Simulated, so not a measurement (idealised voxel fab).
The process module presented herein is designated voxel transistor to metal.
Cross-section cut: width 150 nm, square cells of 5 nm.
A cross-section is written here as square cells arranged in a grid, and it is given in bands from the top down, each band taking up one or more rows of cells. Per band: top height and bottom height in nm, followed by the left-to-right materials and their widths in nm; "throughout" marks a single material spanning edge to edge, "blank" marks empty space. Where do heights start? At 0: under that level the wafer as delivered is made of one material only. And the lowest band has no floor; it just carries on downward, as in "top 0, no bottom". A width given as "30->40" starts at the first number in the band's top row and ends at the second number in its bottom row, shifting by an equal amount at every step from row to row. Any step labelled "no alteration" changed none of the cells in the cross-section. Empty spaces counting at least 8 cells and having no open way to the top are listed in "Sealed cavities". The notation width x height at distance is used for each, the distance being from the left edge and all three values in nm. On a step's line, text after the settings is the simulator commenting on that step. Each step line may optionally specify "overlay nm", which for a step with a mask gives the rightward distance between the mask's planned place and where it lay, a negative value indicating the leftward direction. For the reader: what remains of this document is a series of pairs, each showing a cross-section before one process step and a cross-section after that step which reaches down only to the lowest band that changed, with the step between them and its settings set out under the pair. It should not be assumed that a pair continues from the pair above it; the pairs can come from different runs of this module on the same starting wafer, and such continuity exists only where the entry headed "State before step" says so.
[State before step]
	top 65, bottom 50 = resist 20 nm / blank 15 nm / resist 75 nm / blank 15 nm / resist 25 nm
	top 50, bottom 35 = lowk 20 nm / blank 15 nm / lowk 75 nm / blank 15 nm / lowk 25 nm
	top 35, bottom 30 = SiCN 20 nm / blank 15 nm / SiCN 75 nm / blank 15 nm / SiCN 25 nm
	top 30, bottom 20 = SiO2 20 nm / TiN 5 nm / W 5 nm / TiN 5 nm / SiO2 75 nm / TiN 5 nm / W 5 nm / TiN 5 nm / SiO2 25 nm
	top 20, bottom 5 = SiO2 20 nm / TiN 5 nm / W 5 nm / TiN 5 nm / SiO2 10 nm / SiN 5 nm / HfO2 5 nm / TiN 5 nm / W 25 nm / TiN 5 nm / HfO2 5 nm / SiN 5 nm / SiO2 10 nm / TiN 5 nm / W 5 nm / TiN 5 nm / SiO2 25 nm
	top 5, bottom 0 = SiO2 15 nm / SiN 5 nm / TiN 5 nm / W 5 nm / TiN 5 nm / SiO2 10 nm / SiN 5 nm / HfO2 5 nm / TiN 5 nm / W 25 nm / TiN 5 nm / HfO2 5 nm / SiN 5 nm / SiO2 10 nm / TiN 5 nm / W 5 nm / TiN 5 nm / SiN 5 nm / SiO2 20 nm
	top 0, bottom -5 = SiO2 15 nm / SiN 5 nm / TiN 15 nm / SiO2 10 nm / SiN 5 nm / HfO2 5 nm / TiN 35 nm / HfO2 5 nm / SiN 5 nm / SiO2 10 nm / TiN 15 nm / SiN 5 nm / SiO2 20 nm
	top -5, bottom -10 = SiO2 20 nm / nSi 5 nm / TiN 10 nm / SiO2 5 nm / nSi 5 nm / SiO2 5 nm / HfO2 45 nm / SiO2 5 nm / nSi 5 nm / SiO2 5 nm / TiN 10 nm / nSi 5 nm / SiO2 25 nm
	top -10, bottom -15 = SiO2 15 nm / Si 5 nm / nSi 25 nm / Si 55 nm / nSi 25 nm / Si 5 nm / SiO2 20 nm
	top -15, bottom -40 = SiO2 15 nm / Si 115 nm / SiO2 20 nm
	top -40, no bottom = Si throughout
	Sealed cavities: none
[State After Step]
	top 50, bottom 35 = lowk 20 nm / blank 15 nm / lowk 75 nm / blank 15 nm / lowk 25 nm
	Note: structure below 35 unchanged.
	Sealed cavities: none
As a process note, the step between the before and after cross-sections shown above is STRIP with etch materials resist
State before step: the state before this step is the cross-section shown after the step in the pair just above.
[State After Step]
	top 55, bottom 50 = TiN 25 nm / blank 5 nm / TiN 85 nm / blank 5 nm / TiN 30 nm
	top 50, bottom 35 = lowk 20 nm / TiN 5 nm / blank 5 nm / TiN 5 nm / lowk 75 nm / TiN 5 nm / blank 5 nm / TiN 5 nm / lowk 25 nm
	top 35, bottom 30 = SiCN 20 nm / TiN 15 nm / SiCN 75 nm / TiN 15 nm / SiCN 25 nm
	Note: structure below 30 unchanged.
	Sealed cavities: none
As a process note, the step between the before and after cross-sections shown above is CONFORMAL_DEP with material TiN, thk nm 5
State before step: the state before this step is the cross-section shown after the step in the pair just above.
[State After Step]
	top 60, bottom 55 = W throughout
	top 55, bottom 50 = TiN 25 nm / W 5 nm / TiN 85 nm / W 5 nm / TiN 30 nm
	top 50, bottom 35 = lowk 20 nm / TiN 5 nm / W 5 nm / TiN 5 nm / lowk 75 nm / TiN 5 nm / W 5 nm / TiN 5 nm / lowk 25 nm
	Note: structure below 35 unchanged.
	Sealed cavities: none
As a process note, the step between the before and after cross-sections shown above is FILL_DEP with material W, thk nm 5
State before step: the state before this step is the cross-section shown after the step in the pair just above.
[State After Step]
	top 50, bottom 35 = lowk 20 nm / TiN 5 nm / W 5 nm / TiN 5 nm / lowk 75 nm / TiN 5 nm / W 5 nm / TiN 5 nm / lowk 25 nm
	Note: structure below 35 unchanged.
	Sealed cavities: none
As a process note, the step between the before and after cross-sections shown above is CMP with height nm 50
State before step: the state before this step is the cross-section shown after the step in the pair just above.
[State After Step]
	top 55, bottom 50 = blank 15 nm / Ru 25 nm / blank 65 nm / Ru 25 nm / blank 20 nm
	Note: structure below 50 unchanged.
	Sealed cavities: none
As a process note, the step between the before and after cross-sections shown above is EPI with material Ru, thk nm 5
State before step: the state before this step is the cross-section shown after the step in the pair just above.
[State After Step]
	top 60, bottom 55 = SiCN throughout
	top 55, bottom 50 = SiCN 15 nm / Ru 25 nm / SiCN 65 nm / Ru 25 nm / SiCN 20 nm
	Note: structure below 50 unchanged.
	Sealed cavities: none
As a process note, the step between the before and after cross-sections shown above is FILL_DEP with material SiCN, thk nm 5
State before step: the state before this step is the cross-section shown after the step in the pair just above.
[State After Step]
	top 90, bottom 60 = SiO2 throughout
	Note: structure below 60 unchanged.
	Sealed cavities: none
As a process note, the step between the before and after cross-sections shown above is DIRECTIONAL_DEP with material SiO2, thk nm 30
State before step: the state before this step is the cross-section shown after the step in the pair just above.
[State After Step]
	top 105, bottom 90 = aC throughout
	Note: structure below 90 unchanged.
	Sealed cavities: none
As a process note, the step between the before and after cross-sections shown above is DIRECTIONAL_DEP with material aC, thk nm 15
State before step: the state before this step is the cross-section shown after the step in the pair just above.
[State After Step]
	top 140, bottom 105 = resist 20 nm / blank 15 nm / resist 75 nm / blank 15 nm / resist 25 nm
	Note: structure below 105 unchanged.
	Sealed cavities: none
As a process note, the step between the before and after cross-sections shown above is PATTERN with tone open, mask id METAL_2, material resist, width nm 15, pitch nm 90, thk nm 35, overlay nm 0
State before step: the state before this step is the cross-section shown after the step in the pair just above.
[State After Step]
	top 125, bottom 105 = resist 20 nm / blank 15 nm / resist 75 nm / blank 15 nm / resist 25 nm
	top 105, bottom 90 = aC 20 nm / blank 15 nm / aC 75 nm / blank 15 nm / aC 25 nm
	Note: structure below 90 unchanged.
	Sealed cavities: none
As a process note, the step between the before and after cross-sections shown above is DIRECTIONAL_ETCH with etch materials aC, depth nm 15
State before step: the state before this step is the cross-section shown after the step in the pair just above.
[State After Step]
	top 105, bottom 90 = aC 20 nm / blank 15 nm / aC 75 nm / blank 15 nm / aC 25 nm
	Note: structure below 90 unchanged.
	Sealed cavities: none
As a process note, the step between the before and after cross-sections shown above is STRIP with etch materials resist
State before step: the state before this step is the cross-section shown after the step in the pair just above.
[State After Step]
	top 105, bottom 90 = aC 20 nm / blank 15 nm / aC 75 nm / blank 15 nm / aC 25 nm
	top 90, bottom 75 = SiO2 20 nm / blank 15 nm / SiO2 75 nm / blank 15 nm / SiO2 25 nm
	Note: structure below 75 unchanged.
	Sealed cavities: none
As a process note, the step between the before and after cross-sections shown above is DIRECTIONAL_ETCH with etch materials SiO2, depth nm 15
State before step: the state before this step is the cross-section shown after the step in the pair just above.
[State After Step]
	top 90, bottom 75 = SiO2 20 nm / blank 15 nm / SiO2 75 nm / blank 15 nm / SiO2 25 nm
	Note: structure below 75 unchanged.
	Sealed cavities: none
As a process note, the step between the before and after cross-sections shown above is STRIP with etch materials aC
State before step: the state before this step is the cross-section shown after the step in the pair just above.
[State After Step]
	top 90, bottom 60 = SiO2 20 nm / blank 15 nm / SiO2 75 nm / blank 15 nm / SiO2 25 nm
	Note: structure below 60 unchanged.
	Sealed cavities: none
As a process note, the step between the before and after cross-sections shown above is MASKED_ETCH with tone open, mask id METAL_2_HOLES, width nm 15, pitch nm 90, etch materials SiO2, depth nm 15, overlay nm 0
State before step: the state before this step is the cross-section shown after the step in the pair just above.
[State After Step]
	top 90, bottom 60 = SiO2 20 nm / blank 15 nm / SiO2 75 nm / blank 15 nm / SiO2 25 nm
	top 60, bottom 55 = SiCN 20 nm / blank 15 nm / SiCN 75 nm / blank 15 nm / SiCN 25 nm
	Note: structure below 55 unchanged.
	Sealed cavities: none
As a process note, the step between the before and after cross-sections shown above is MASKED_ETCH with tone open, mask id METAL_2_HOLES, width nm 15, pitch nm 90, etch materials SiCN, depth nm 5, overlay nm 0
State before step: the state before this step is the cross-section shown after the step in the pair just above.
[State After Step]
	top 95, bottom 90 = TiN 25 nm / blank 5 nm / TiN 85 nm / blank 5 nm / TiN 30 nm
	top 90, bottom 60 = SiO2 20 nm / TiN 5 nm / blank 5 nm / TiN 5 nm / SiO2 75 nm / TiN 5 nm / blank 5 nm / TiN 5 nm / SiO2 25 nm
	top 60, bottom 55 = SiCN 20 nm / TiN 15 nm / SiCN 75 nm / TiN 15 nm / SiCN 25 nm
	Note: structure below 55 unchanged.
	Sealed cavities: none
As a process note, the step between the before and after cross-sections shown above is CONFORMAL_DEP with material TiN, thk nm 5
State before step: the state before this step is the cross-section shown after the step in the pair just above.
[State After Step]
	top 105, bottom 95 = Cu throughout
	top 95, bottom 90 = TiN 25 nm / Cu 5 nm / TiN 85 nm / Cu 5 nm / TiN 30 nm
	top 90, bottom 60 = SiO2 20 nm / TiN 5 nm / Cu 5 nm / TiN 5 nm / SiO2 75 nm / TiN 5 nm / Cu 5 nm / TiN 5 nm / SiO2 25 nm
	Note: structure below 60 unchanged.
	Sealed cavities: none
As a process note, the step between the before and after cross-sections shown above is FILL_DEP with material Cu, thk nm 10
State before step: the state before this step is the cross-section shown after the step in the pair just above.
[State After Step]
	top 90, bottom 60 = SiO2 20 nm / TiN 5 nm / Cu 5 nm / TiN 5 nm / SiO2 75 nm / TiN 5 nm / Cu 5 nm / TiN 5 nm / SiO2 25 nm
	Note: structure below 60 unchanged.
	Sealed cavities: none
As a process note, the step between the before and after cross-sections shown above is CMP with height nm 90
State before step: the state before this step is the cross-section shown after the step in the pair just above.
[State After Step]
	top 95, bottom 90 = SiCN throughout
	Note: structure below 90 unchanged.
	Sealed cavities: none
As a process note, the step between the before and after cross-sections shown above is CONFORMAL_DEP with material SiCN, thk nm 5
[State before step]
	top 40, bottom 25 = blank 55 nm / SiCN 35 nm / blank 60 nm
	top 25, bottom 5 = blank 55 nm / polySi 35 nm / blank 60 nm
	top 5, bottom -5 = SiO2 10 nm / blank 45 nm / polySi 35 nm / blank 45 nm / SiO2 15 nm
	top -5, bottom -10 = SiO2 throughout
	top -10, bottom -40 = SiO2 15 nm / Si 115 nm / SiO2 20 nm
	top -40, no bottom = Si throughout
	Sealed cavities: none
[State After Step]
	top 40, bottom 25 = blank 55 nm / SiCN 35 nm / blank 60 nm
	top 25, bottom 0 = blank 55 nm / polySi 35 nm / blank 60 nm
	top 0, bottom -5 = SiO2 10 nm / blank 45 nm / polySi 35 nm / blank 45 nm / SiO2 15 nm
	top -5, bottom -10 = SiO2 10 nm / blank 45 nm / SiO2 35 nm / blank 45 nm / SiO2 15 nm
	Note: structure below -10 unchanged.
	Sealed cavities: none
As a process note, the step between the before and after cross-sections shown above is DIRECTIONAL_ETCH with etch materials SiO2, depth nm 5
State before step: the state before this step is the cross-section shown after the step in the pair just above.
[State After Step]
	top 45, bottom 40 = blank 50 nm / SiN 45 nm / blank 55 nm
	top 40, bottom 25 = blank 50 nm / SiN 5 nm / SiCN 35 nm / SiN 5 nm / blank 55 nm
	top 25, bottom 5 = blank 50 nm / SiN 5 nm / polySi 35 nm / SiN 5 nm / blank 55 nm
	top 5, bottom 0 = SiN 15 nm / blank 35 nm / SiN 5 nm / polySi 35 nm / SiN 5 nm / blank 35 nm / SiN 20 nm
	top 0, bottom -5 = SiO2 10 nm / SiN 5 nm / blank 35 nm / SiN 5 nm / polySi 35 nm / SiN 5 nm / blank 35 nm / SiN 5 nm / SiO2 15 nm
	top -5, bottom -10 = SiO2 10 nm / SiN 45 nm / SiO2 35 nm / SiN 45 nm / SiO2 15 nm
	Note: structure below -10 unchanged.
	Sealed cavities: none
As a process note, the step between the before and after cross-sections shown above is CONFORMAL_DEP with material SiN, thk nm 5
State before step: the state before this step is the cross-section shown after the step in the pair just above.
[State After Step]
	top 40, bottom 25 = blank 50 nm / SiN 5 nm / SiCN 35 nm / SiN 5 nm / blank 55 nm
	top 25, bottom 0 = blank 50 nm / SiN 5 nm / polySi 35 nm / SiN 5 nm / blank 55 nm
	top 0, bottom -5 = SiO2 10 nm / SiN 5 nm / blank 35 nm / SiN 5 nm / polySi 35 nm / SiN 5 nm / blank 35 nm / SiN 5 nm / SiO2 15 nm
	top -5, bottom -10 = SiO2 10 nm / SiN 5 nm / blank 35 nm / SiN 5 nm / SiO2 35 nm / SiN 5 nm / blank 35 nm / SiN 5 nm / SiO2 15 nm
	Note: structure below -10 unchanged.
	Sealed cavities: none
As a process note, the step between the before and after cross-sections shown above is DIRECTIONAL_ETCH with etch materials SiN, depth nm 5
State before step: the state before this step is the cross-section shown after the step in the pair just above.
[State After Step]
	top 40, bottom 25 = blank 50 nm / SiN 5 nm / SiCN 35 nm / SiN 5 nm / blank 55 nm
	top 25, bottom 0 = blank 50 nm / SiN 5 nm / polySi 35 nm / SiN 5 nm / blank 55 nm
	top 0, bottom -5 = blank 10 nm / SiN 5 nm / blank 35 nm / SiN 5 nm / polySi 35 nm / SiN 5 nm / blank 35 nm / SiN 5 nm / blank 15 nm
	Note: structure below -5 unchanged.
	Sealed cavities: none
As a process note, the step between the before and after cross-sections shown above is DIRECTIONAL_ETCH with etch materials SiO2, depth nm 5
State before step: the state before this step is the cross-section shown after the step in the pair just above.
[State After Step]
	top 40, bottom 25 = blank 50 nm / SiN 5 nm / SiCN 35 nm / SiN 5 nm / blank 55 nm
	top 25, bottom 0 = blank 50 nm / SiN 5 nm / polySi 35 nm / SiN 5 nm / blank 55 nm
	top 0, bottom -5 = blank 10 nm / SiN 5 nm / blank 35 nm / SiN 5 nm / polySi 35 nm / SiN 5 nm / blank 35 nm / SiN 5 nm / blank 15 nm
	top -5, bottom -10 = SiO2 10 nm / SiN 5 nm / blank 35 nm / SiN 5 nm / SiO2 35 nm / SiN 5 nm / blank 35 nm / SiN 5 nm / SiO2 15 nm
	top -10, bottom -15 = SiO2 15 nm / blank 35 nm / Si 45 nm / blank 35 nm / SiO2 20 nm
	Note: structure below -15 unchanged.
	Sealed cavities: none
As a process note, the step between the before and after cross-sections shown above is DIRECTIONAL_ETCH with etch materials Si, depth nm 5
State before step: the state before this step is the cross-section shown after the step in the pair just above.
[State After Step]
	top 40, bottom 25 = blank 50 nm / SiN 5 nm / SiCN 35 nm / SiN 5 nm / blank 55 nm
	top 25, bottom 0 = blank 50 nm / SiN 5 nm / polySi 35 nm / SiN 5 nm / blank 55 nm
	top 0, bottom -5 = blank 10 nm / SiN 5 nm / blank 35 nm / SiN 5 nm / polySi 35 nm / SiN 5 nm / blank 35 nm / SiN 5 nm / blank 15 nm
	top -5, bottom -10 = SiO2 10 nm / SiN 5 nm / blank 30 nm / nSi 5 nm / SiN 5 nm / SiO2 35 nm / SiN 5 nm / nSi 5 nm / blank 30 nm / SiN 5 nm / SiO2 15 nm
	top -10, bottom -15 = SiO2 15 nm / nSi 35 nm / Si 45 nm / nSi 35 nm / SiO2 20 nm
	Note: structure below -15 unchanged.
	Sealed cavities: none
As a process note, the step between the before and after cross-sections shown above is EPI with material nSi, thk nm 5
State before step: the state before this step is the cross-section shown after the step in the pair just above.
[State After Step]
	top 45, bottom 40 = SiO2 throughout
	top 40, bottom 25 = SiO2 50 nm / SiN 5 nm / SiCN 35 nm / SiN 5 nm / SiO2 55 nm
	top 25, bottom 0 = SiO2 50 nm / SiN 5 nm / polySi 35 nm / SiN 5 nm / SiO2 55 nm
	top 0, bottom -5 = SiO2 10 nm / SiN 5 nm / SiO2 35 nm / SiN 5 nm / polySi 35 nm / SiN 5 nm / SiO2 35 nm / SiN 5 nm / SiO2 15 nm
	top -5, bottom -10 = SiO2 10 nm / SiN 5 nm / SiO2 30 nm / nSi 5 nm / SiN 5 nm / SiO2 35 nm / SiN 5 nm / nSi 5 nm / SiO2 30 nm / SiN 5 nm / SiO2 15 nm
	Note: structure below -10 unchanged.
	Sealed cavities: none
As a process note, the step between the before and after cross-sections shown above is FILL_DEP with material SiO2, thk nm 5
State before step: the state before this step is the cross-section shown after the step in the pair just above.
[State After Step]
	top 25, bottom 0 = SiO2 50 nm / SiN 5 nm / polySi 35 nm / SiN 5 nm / SiO2 55 nm
	Note: structure below 0 unchanged.
	Sealed cavities: none
As a process note, the step between the before and after cross-sections shown above is CMP with height nm 25
State before step: the state before this step is the cross-section shown after the step in the pair just above.
[State After Step]
	top 25, bottom 0 = SiO2 50 nm / SiN 5 nm / blank 35 nm / SiN 5 nm / SiO2 55 nm
	top 0, bottom -5 = SiO2 10 nm / SiN 5 nm / SiO2 35 nm / SiN 5 nm / blank 35 nm / SiN 5 nm / SiO2 35 nm / SiN 5 nm / SiO2 15 nm
	Note: structure below -5 unchanged.
	Sealed cavities: none
As a process note, the step between the before and after cross-sections shown above is STRIP with etch materials polySi
State before step: the state before this step is the cross-section shown after the step in the pair just above.
[State After Step]
	top 25, bottom 20 = blank 50 nm / SiN 5 nm / blank 35 nm / SiN 5 nm / blank 55 nm
	top 20, bottom 0 = SiO2 50 nm / SiN 5 nm / blank 35 nm / SiN 5 nm / SiO2 55 nm
	top 0, bottom -5 = SiO2 10 nm / SiN 5 nm / SiO2 35 nm / SiN 5 nm / blank 35 nm / SiN 5 nm / SiO2 35 nm / SiN 5 nm / SiO2 15 nm
	top -5, bottom -10 = SiO2 10 nm / SiN 5 nm / SiO2 30 nm / nSi 5 nm / SiN 5 nm / blank 35 nm / SiN 5 nm / nSi 5 nm / SiO2 30 nm / SiN 5 nm / SiO2 15 nm
	Note: structure below -10 unchanged.
	Sealed cavities: none
As a process note, the step between the before and after cross-sections shown above is SELECTIVE_ETCH with etch materials SiO2, depth nm 5
State before step: the state before this step is the cross-section shown after the step in the pair just above.
[State After Step]
	top 30, bottom 25 = blank 45 nm / HfO2 15 nm / blank 25 nm / HfO2 15 nm / blank 50 nm
	top 25, bottom 20 = HfO2 50 nm / SiN 5 nm / HfO2 5 nm / blank 25 nm / HfO2 5 nm / SiN 5 nm / HfO2 55 nm
	top 20, bottom 0 = SiO2 50 nm / SiN 5 nm / HfO2 5 nm / blank 25 nm / HfO2 5 nm / SiN 5 nm / SiO2 55 nm
	top 0, bottom -5 = SiO2 10 nm / SiN 5 nm / SiO2 35 nm / SiN 5 nm / HfO2 5 nm / blank 25 nm / HfO2 5 nm / SiN 5 nm / SiO2 35 nm / SiN 5 nm / SiO2 15 nm
	top -5, bottom -10 = SiO2 10 nm / SiN 5 nm / SiO2 30 nm / nSi 5 nm / SiN 5 nm / HfO2 35 nm / SiN 5 nm / nSi 5 nm / SiO2 30 nm / SiN 5 nm / SiO2 15 nm
	Note: structure below -10 unchanged.
	Sealed cavities: none
As a process note, the step between the before and after cross-sections shown above is CONFORMAL_DEP with material HfO2, thk nm 5
State before step: the state before this step is the cross-section shown after the step in the pair just above.
[State After Step]
	top 35, bottom 30 = blank 40 nm / TiN 25 nm / blank 15 nm / TiN 25 nm / blank 45 nm
	top 30, bottom 25 = TiN 45 nm / HfO2 15 nm / TiN 5 nm / blank 15 nm / TiN 5 nm / HfO2 15 nm / TiN 50 nm
	top 25, bottom 20 = HfO2 50 nm / SiN 5 nm / HfO2 5 nm / TiN 5 nm / blank 15 nm / TiN 5 nm / HfO2 5 nm / SiN 5 nm / HfO2 55 nm
	top 20, bottom 0 = SiO2 50 nm / SiN 5 nm / HfO2 5 nm / TiN 5 nm / blank 15 nm / TiN 5 nm / HfO2 5 nm / SiN 5 nm / SiO2 55 nm
	top 0, bottom -5 = SiO2 10 nm / SiN 5 nm / SiO2 35 nm / SiN 5 nm / HfO2 5 nm / TiN 25 nm / HfO2 5 nm / SiN 5 nm / SiO2 35 nm / SiN 5 nm / SiO2 15 nm
	Note: structure below -5 unchanged.
	Sealed cavities: none
As a process note, the step between the before and after cross-sections shown above is CONFORMAL_DEP with material TiN, thk nm 5
State before step: the state before this step is the cross-section shown after the step in the pair just above.
[State After Step]
	top 40, bottom 35 = W throughout
	top 35, bottom 30 = W 40 nm / TiN 25 nm / W 15 nm / TiN 25 nm / W 45 nm
	top 30, bottom 25 = TiN 45 nm / HfO2 15 nm / TiN 5 nm / W 15 nm / TiN 5 nm / HfO2 15 nm / TiN 50 nm
	top 25, bottom 20 = HfO2 50 nm / SiN 5 nm / HfO2 5 nm / TiN 5 nm / W 15 nm / TiN 5 nm / HfO2 5 nm / SiN 5 nm / HfO2 55 nm
	top 20, bottom 0 = SiO2 50 nm / SiN 5 nm / HfO2 5 nm / TiN 5 nm / W 15 nm / TiN 5 nm / HfO2 5 nm / SiN 5 nm / SiO2 55 nm
	Note: structure below 0 unchanged.
	Sealed cavities: none
As a process note, the step between the before and after cross-sections shown above is FILL_DEP with material W, thk nm 5
State before step: the state before this step is the cross-section shown after the step in the pair just above.
[State After Step]
	top 20, bottom 0 = SiO2 50 nm / SiN 5 nm / HfO2 5 nm / TiN 5 nm / W 15 nm / TiN 5 nm / HfO2 5 nm / SiN 5 nm / SiO2 55 nm
	Note: structure below 0 unchanged.
	Sealed cavities: none
As a process note, the step between the before and after cross-sections shown above is CMP with height nm 20
State before step: the state before this step is the cross-section shown after the step in the pair just above.
[State After Step]
	top 30, bottom 20 = SiO2 throughout
	Note: structure below 20 unchanged.
	Sealed cavities: none
As a process note, the step between the before and after cross-sections shown above is DIRECTIONAL_DEP with material SiO2, thk nm 10
State before step: the state before this step is the cross-section shown after the step in the pair just above.
[State After Step]
	top 30, bottom 20 = SiO2 20 nm / blank 15 nm / SiO2 75 nm / blank 15 nm / SiO2 25 nm
	top 20, bottom 0 = SiO2 20 nm / blank 15 nm / SiO2 15 nm / SiN 5 nm / HfO2 5 nm / TiN 5 nm / W 15 nm / TiN 5 nm / HfO2 5 nm / SiN 5 nm / SiO2 15 nm / blank 15 nm / SiO2 25 nm
	top 0, bottom -5 = SiO2 10 nm / SiN 5 nm / SiO2 5 nm / blank 15 nm / SiO2 15 nm / SiN 5 nm / HfO2 5 nm / TiN 25 nm / HfO2 5 nm / SiN 5 nm / SiO2 15 nm / blank 15 nm / SiO2 5 nm / SiN 5 nm / SiO2 15 nm
	top -5, bottom -10 = SiO2 10 nm / SiN 5 nm / SiO2 5 nm / blank 15 nm / SiO2 10 nm / nSi 5 nm / SiN 5 nm / HfO2 35 nm / SiN 5 nm / nSi 5 nm / SiO2 10 nm / blank 15 nm / SiO2 5 nm / SiN 5 nm / SiO2 15 nm
	Note: structure below -10 unchanged.
	Sealed cavities: none
As a process note, the step between the before and after cross-sections shown above is MASKED_ETCH with tone open, mask id CONTACT, width nm 15, pitch nm 90, etch materials SiO2, depth nm 40, overlay nm 0
State before step: the state before this step is the cross-section shown after the step in the pair just above.
[State After Step]
	top 35, bottom 30 = TiN 25 nm / blank 5 nm / TiN 85 nm / blank 5 nm / TiN 30 nm
	top 30, bottom 20 = SiO2 20 nm / TiN 5 nm / blank 5 nm / TiN 5 nm / SiO2 75 nm / TiN 5 nm / blank 5 nm / TiN 5 nm / SiO2 25 nm
	top 20, bottom 0 = SiO2 20 nm / TiN 5 nm / blank 5 nm / TiN 5 nm / SiO2 15 nm / SiN 5 nm / HfO2 5 nm / TiN 5 nm / W 15 nm / TiN 5 nm / HfO2 5 nm / SiN 5 nm / SiO2 15 nm / TiN 5 nm / blank 5 nm / TiN 5 nm / SiO2 25 nm
	top 0, bottom -5 = SiO2 10 nm / SiN 5 nm / SiO2 5 nm / TiN 5 nm / blank 5 nm / TiN 5 nm / SiO2 15 nm / SiN 5 nm / HfO2 5 nm / TiN 25 nm / HfO2 5 nm / SiN 5 nm / SiO2 15 nm / TiN 5 nm / blank 5 nm / TiN 5 nm / SiO2 5 nm / SiN 5 nm / SiO2 15 nm
	top -5, bottom -10 = SiO2 10 nm / SiN 5 nm / SiO2 5 nm / TiN 15 nm / SiO2 10 nm / nSi 5 nm / SiN 5 nm / HfO2 35 nm / SiN 5 nm / nSi 5 nm / SiO2 10 nm / TiN 15 nm / SiO2 5 nm / SiN 5 nm / SiO2 15 nm
	Note: structure below -10 unchanged.
	Sealed cavities: none
As a process note, the step between the before and after cross-sections shown above is CONFORMAL_DEP with material TiN, thk nm 5
State before step: the state before this step is the cross-section shown after the step in the pair just above.
[State After Step]
	top 45, bottom 35 = W throughout
	top 35, bottom 30 = TiN 25 nm / W 5 nm / TiN 85 nm / W 5 nm / TiN 30 nm
	top 30, bottom 20 = SiO2 20 nm / TiN 5 nm / W 5 nm / TiN 5 nm / SiO2 75 nm / TiN 5 nm / W 5 nm / TiN 5 nm / SiO2 25 nm
	top 20, bottom 0 = SiO2 20 nm / TiN 5 nm / W 5 nm / TiN 5 nm / SiO2 15 nm / SiN 5 nm / HfO2 5 nm / TiN 5 nm / W 15 nm / TiN 5 nm / HfO2 5 nm / SiN 5 nm / SiO2 15 nm / TiN 5 nm / W 5 nm / TiN 5 nm / SiO2 25 nm
	top 0, bottom -5 = SiO2 10 nm / SiN 5 nm / SiO2 5 nm / TiN 5 nm / W 5 nm / TiN 5 nm / SiO2 15 nm / SiN 5 nm / HfO2 5 nm / TiN 25 nm / HfO2 5 nm / SiN 5 nm / SiO2 15 nm / TiN 5 nm / W 5 nm / TiN 5 nm / SiO2 5 nm / SiN 5 nm / SiO2 15 nm
	Note: structure below -5 unchanged.
	Sealed cavities: none
As a process note, the step between the before and after cross-sections shown above is FILL_DEP with material W, thk nm 10
State before step: the state before this step is the cross-section shown after the step in the pair just above.
[State After Step]
	top 30, bottom 20 = SiO2 20 nm / TiN 5 nm / W 5 nm / TiN 5 nm / SiO2 75 nm / TiN 5 nm / W 5 nm / TiN 5 nm / SiO2 25 nm
	Note: structure below 20 unchanged.
	Sealed cavities: none
As a process note, the step between the before and after cross-sections shown above is CMP with height nm 30
State before step: the state before this step is the cross-section shown after the step in the pair just above.
[State After Step]
	top 35, bottom 30 = SiCN throughout
	Note: structure below 30 unchanged.
	Sealed cavities: none
As a process note, the step between the before and after cross-sections shown above is CONFORMAL_DEP with material SiCN, thk nm 5
State before step: the state before this step is the cross-section shown after the step in the pair just above.
[State After Step]
	top 50, bottom 35 = lowk throughout
	Note: structure below 35 unchanged.
	Sealed cavities: none
As a process note, the step between the before and after cross-sections shown above is DIRECTIONAL_DEP with material lowk, thk nm 15
State before step: the state before this step is the cross-section shown after the step in the pair just above.
[State After Step]
	top 65, bottom 50 = resist 20 nm / blank 15 nm / resist 75 nm / blank 15 nm / resist 25 nm
	Note: structure below 50 unchanged.
	Sealed cavities: none
As a process note, the step between the before and after cross-sections shown above is PATTERN with tone open, mask id METAL_1, material resist, width nm 15, pitch nm 90, thk nm 15, overlay nm 0
State before step: the state before this step is the cross-section shown after the step in the pair just above.
[State After Step]
	top 65, bottom 50 = resist 20 nm / blank 15 nm / resist 75 nm / blank 15 nm / resist 25 nm
	top 50, bottom 35 = lowk 20 nm / blank 15 nm / lowk 75 nm / blank 15 nm / lowk 25 nm
	Note: structure below 35 unchanged.
	Sealed cavities: none
As a process note, the step between the before and after cross-sections shown above is DIRECTIONAL_ETCH with etch materials lowk, depth nm 15
State before step: the state before this step is the cross-section shown after the step in the pair just above.
[State After Step]
	top 65, bottom 50 = resist 20 nm / blank 15 nm / resist 75 nm / blank 15 nm / resist 25 nm
	top 50, bottom 35 = lowk 20 nm / blank 15 nm / lowk 75 nm / blank 15 nm / lowk 25 nm
	top 35, bottom 30 = SiCN 20 nm / blank 15 nm / SiCN 75 nm / blank 15 nm / SiCN 25 nm
	Note: structure below 30 unchanged.
	Sealed cavities: none
As a process note, the step between the before and after cross-sections shown above is DIRECTIONAL_ETCH with etch materials SiCN, depth nm 5
State before step: the state before this step is the cross-section shown after the step in the pair just above.
[State After Step]
	top 50, bottom 35 = lowk 20 nm / blank 15 nm / lowk 75 nm / blank 15 nm / lowk 25 nm
	Note: structure below 35 unchanged.
	Sealed cavities: none
As a process note, the step between the before and after cross-sections shown above is STRIP with etch materials resist
State before step: the state before this step is the cross-section shown after the step in the pair just above.
[State After Step]
	top 55, bottom 50 = TiN 25 nm / blank 5 nm / TiN 85 nm / blank 5 nm / TiN 30 nm
	top 50, bottom 35 = lowk 20 nm / TiN 5 nm / blank 5 nm / TiN 5 nm / lowk 75 nm / TiN 5 nm / blank 5 nm / TiN 5 nm / lowk 25 nm
	top 35, bottom 30 = SiCN 20 nm / TiN 15 nm / SiCN 75 nm / TiN 15 nm / SiCN 25 nm
	Note: structure below 30 unchanged.
	Sealed cavities: none
As a process note, the step between the before and after cross-sections shown above is CONFORMAL_DEP with material TiN, thk nm 5
State before step: the state before this step is the cross-section shown after the step in the pair just above.
[State After Step]
	top 60, bottom 55 = W throughout
	top 55, bottom 50 = TiN 25 nm / W 5 nm / TiN 85 nm / W 5 nm / TiN 30 nm
	top 50, bottom 35 = lowk 20 nm / TiN 5 nm / W 5 nm / TiN 5 nm / lowk 75 nm / TiN 5 nm / W 5 nm / TiN 5 nm / lowk 25 nm
	Note: structure below 35 unchanged.
	Sealed cavities: none
As a process note, the step between the before and after cross-sections shown above is FILL_DEP with material W, thk nm 5
State before step: the state before this step is the cross-section shown after the step in the pair just above.
[State After Step]
	top 50, bottom 35 = lowk 20 nm / TiN 5 nm / W 5 nm / TiN 5 nm / lowk 75 nm / TiN 5 nm / W 5 nm / TiN 5 nm / lowk 25 nm
	Note: structure below 35 unchanged.
	Sealed cavities: none
As a process note, the step between the before and after cross-sections shown above is CMP with height nm 50
